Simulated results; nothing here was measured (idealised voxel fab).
Process module name: voxel spacer lines
265 nm wide, 5 nm square cells: that's cross-section cut.
In what follows, cross-sections appear as grids of square cells, described through bands that run from the top down, where every band is one or more rows of cells. The band entry comprises the height of the band's top followed by the height of its bottom, expressed in nm, and subsequently the band's materials from left to right, each stated together with its width in nm. Where a single material is marked with the word "throughout", that material fills the band from edge to edge. The word "air" represents empty space. Measure heights from 0. That's the level where, below it, the as-received wafer is all one material. The lowest band is bottomless and extends downward; write it as in "top 0, no bottom". A width such as "30->40" changes by the same amount from each row of cells to the next, from the band's top row to its bottom row. "nothing changed" for a step: no cell of the cross-section changed in that step. The entry titled "Sealed void list" provides the empty spaces that have no open way to the top, restricted to those of 8 cells or more. Each is presented as width x height at distance, the distance being measured from the left edge, with all three in nm. On a step's line, text after the settings is the simulator commenting on that step. overlay nm: for a step with a mask, the amount by which the mask lay right of where it was planned; a negative amount means left of it.
Here's what the planned process steps look like
1 RECEIVE (material Si)
2 CONFORMAL_DEP (material Al2O3; thk nm 10)
3 DIRECTIONAL_DEP (material W; thk nm 10)
4 DIRECTIONAL_DEP (material polySi; thk nm 25)
5 PATTERN (tone cover; mask id MANDREL; material resist; width nm 20; pitch nm 70; thk nm 30; overlay nm 0)
6 DIRECTIONAL_ETCH (etch materials polySi; depth nm 25)
7 STRIP (etch materials resist)
8 CONFORMAL_DEP (material SiO2; thk nm 15)
9 DIRECTIONAL_ETCH (etch materials SiO2; depth nm 15)
10 STRIP (etch materials polySi)
11 DIRECTIONAL_ETCH (etch materials W; depth nm 10)
12 STRIP (etch materials SiO2)
As-received wafer cross-section (after step 1)
	top 0, no bottom: Si throughout
	Sealed void list: none
Looking at the first of two wafers in cross-section at end of module - ran to plan
	top 20, bottom 10: air=70 | W=15 | air=20 | W=15 | air=20 | W=15 | air=20 | W=15 | air=75
	top 10, bottom 0: Al2O3 throughout
	top 0, no bottom: Si throughout
	Sealed void list: none
Now the second wafer, cross-sectioned at the end of the module. Nothing different at the start, nothing different in the plan compared with the first, just one mistake when it was actually run
	top 20, bottom 10: air=65 | W=15 | air=30 | W=15 | air=10 | W=15 | air=30 | W=15 | air=70
	top 10, bottom 0: Al2O3 throughout
	top 0, no bottom: Si throughout
	Sealed void list: none
So what did we get wrong on this run? step 5 off recipe, ran as PATTERN (tone cover; mask id MANDREL; material resist; width nm 30; pitch nm 70; thk nm 30; overlay nm 0)
So at the finish, the second wafer's got exactly as many cells of each material as the first, just not in the same spots.
